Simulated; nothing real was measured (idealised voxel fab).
process module | voxel gate over fins
cross-section cut | 270 nm wide | cells 5 nm
A cross-section is a grid of square cells, given in bands from the top down. A band is one or more rows of cells.
Each band's line starts with the height of the band's top and of its bottom, in nm. Then come its materials from left to right, each with its width in nm. One material with "throughout" fills the band from edge to edge. "air" is empty space.
Height 0 is the level under which the wafer as received is all one material. The lowest band goes on downwards, as in "0 down".
A width such as "30 to 40" changes by the same amount from each row of cells to the next, from the band's top row to its bottom row.
"no change" after a step means that no cell of the cross-section changed.
closed voids: empty space of 8 cells or more with no open way to the top, each as width x height at its distance from the left edge, in nm
after a step's settings: what the simulator itself notes on the step
overlay nm, on a step with a mask: how far to the right of its planned place the mask lay; to the left if negative
plan
1 op RECEIVE | material Si
2 op CONFORMAL_DEP | material SiN | thk nm 10
3 op MASKED_ETCH | tone cover | mask id FINS | width nm 15 | pitch nm 45 | etch materials SiN | depth nm 10 | overlay nm 0
4 op MASKED_ETCH | tone cover | mask id FINS | width nm 15 | pitch nm 45 | etch materials Si | depth nm 35 | overlay nm 0
5 op FILL_DEP | material SiO2 | thk nm 15
6 op CMP | height nm 10
7 op SELECTIVE_ETCH | etch materials SiO2 | depth nm 20
8 op STRIP | etch materials SiN
9 op CONFORMAL_DEP | material HfO2 | thk nm 5
10 op CONFORMAL_DEP | material TiN | thk nm 5
11 op FILL_DEP | material W | thk nm 10
12 op CMP | height nm 15
13 op CONFORMAL_DEP | material SiCN | thk nm 5
first wafer, as planned
as received, after step 1
  0 down: Si throughout
  closed voids: none
after step 2
  10 to 0: SiN throughout
  below 0: unchanged
after step 3
  10 to 0: air 60 | SiN 15 | air 30 | SiN 15 | air 30 | SiN 15 | air 30 | SiN 15 | air 60
  below 0: unchanged
after step 4
  10 to 0: air 60 | SiN 15 | air 30 | SiN 15 | air 30 | SiN 15 | air 30 | SiN 15 | air 60
  0 to -35: air 60 | Si 15 | air 30 | Si 15 | air 30 | Si 15 | air 30 | Si 15 | air 60
  below -35: unchanged
after step 5
  25 to 10: SiO2 throughout
  10 to 0: SiO2 60 | SiN 15 | SiO2 30 | SiN 15 | SiO2 30 | SiN 15 | SiO2 30 | SiN 15 | SiO2 60
  0 to -35: SiO2 60 | Si 15 | SiO2 30 | Si 15 | SiO2 30 | Si 15 | SiO2 30 | Si 15 | SiO2 60
  below -35: unchanged
after step 6
  10 to 0: SiO2 60 | SiN 15 | SiO2 30 | SiN 15 | SiO2 30 | SiN 15 | SiO2 30 | SiN 15 | SiO2 60
  below 0: unchanged
after step 7
  10 to 0: air 60 | SiN 15 | air 30 | SiN 15 | air 30 | SiN 15 | air 30 | SiN 15 | air 60
  0 to -10: air 60 | Si 15 | air 30 | Si 15 | air 30 | Si 15 | air 30 | Si 15 | air 60
  below -10: unchanged
after step 8
  0 to -10: air 60 | Si 15 | air 30 | Si 15 | air 30 | Si 15 | air 30 | Si 15 | air 60
  below -10: unchanged
after step 9
  5 to 0: air 55 | HfO2 25 | air 20 | HfO2 25 | air 20 | HfO2 25 | air 20 | HfO2 25 | air 55
  0 to -5: air 55 | HfO2 5 | Si 15 | HfO2 5 | air 20 | HfO2 5 | Si 15 | HfO2 5 | air 20 | HfO2 5 | Si 15 | HfO2 5 | air 20 | HfO2 5 | Si 15 | HfO2 5 | air 55
  -5 to -10: HfO2 60 | Si 15 | HfO2 30 | Si 15 | HfO2 30 | Si 15 | HfO2 30 | Si 15 | HfO2 60
  below -10: unchanged
after step 10
  10 to 5: air 50 | TiN 35 | air 10 | TiN 35 | air 10 | TiN 35 | air 10 | TiN 35 | air 50
  5 to 0: air 50 | TiN 5 | HfO2 25 | TiN 5 | air 10 | TiN 5 | HfO2 25 | TiN 5 | air 10 | TiN 5 | HfO2 25 | TiN 5 | air 10 | TiN 5 | HfO2 25 | TiN 5 | air 50
  0 to -5: TiN 55 | HfO2 5 | Si 15 | HfO2 5 | TiN 20 | HfO2 5 | Si 15 | HfO2 5 | TiN 20 | HfO2 5 | Si 15 | HfO2 5 | TiN 20 | HfO2 5 | Si 15 | HfO2 5 | TiN 55
  below -5: unchanged
after step 11
  20 to 10: W throughout
  10 to 5: W 50 | TiN 35 | W 10 | TiN 35 | W 10 | TiN 35 | W 10 | TiN 35 | W 50
  5 to 0: W 50 | TiN 5 | HfO2 25 | TiN 5 | W 10 | TiN 5 | HfO2 25 | TiN 5 | W 10 | TiN 5 | HfO2 25 | TiN 5 | W 10 | TiN 5 | HfO2 25 | TiN 5 | W 50
  below 0: unchanged
after step 12
  15 to 10: W throughout
  below 10: unchanged
after step 13
  20 to 15: SiCN throughout
  below 15: unchanged
second wafer: like start, like plan, one mistake. Through step 10 it matches the first wafer
when step 11 should have ended
  20 to 10: SiN throughout
  10 to 5: SiN 50 | TiN 35 | SiN 10 | TiN 35 | SiN 10 | TiN 35 | SiN 10 | TiN 35 | SiN 50
  5 to 0: SiN 50 | TiN 5 | HfO2 25 | TiN 5 | SiN 10 | TiN 5 | HfO2 25 | TiN 5 | SiN 10 | TiN 5 | HfO2 25 | TiN 5 | SiN 10 | TiN 5 | HfO2 25 | TiN 5 | SiN 50
  below 0: unchanged
when step 12 should have ended
  15 to 10: SiN throughout
  below 10: unchanged
when step 13 should have ended
  20 to 15: SiCN throughout
  below 15: unchanged
what went wrong: step 11 ran as: op FILL_DEP | material SiN | thk nm 10
at the end the second wafer has, in cells: 106 more of SiN | 106 fewer of W
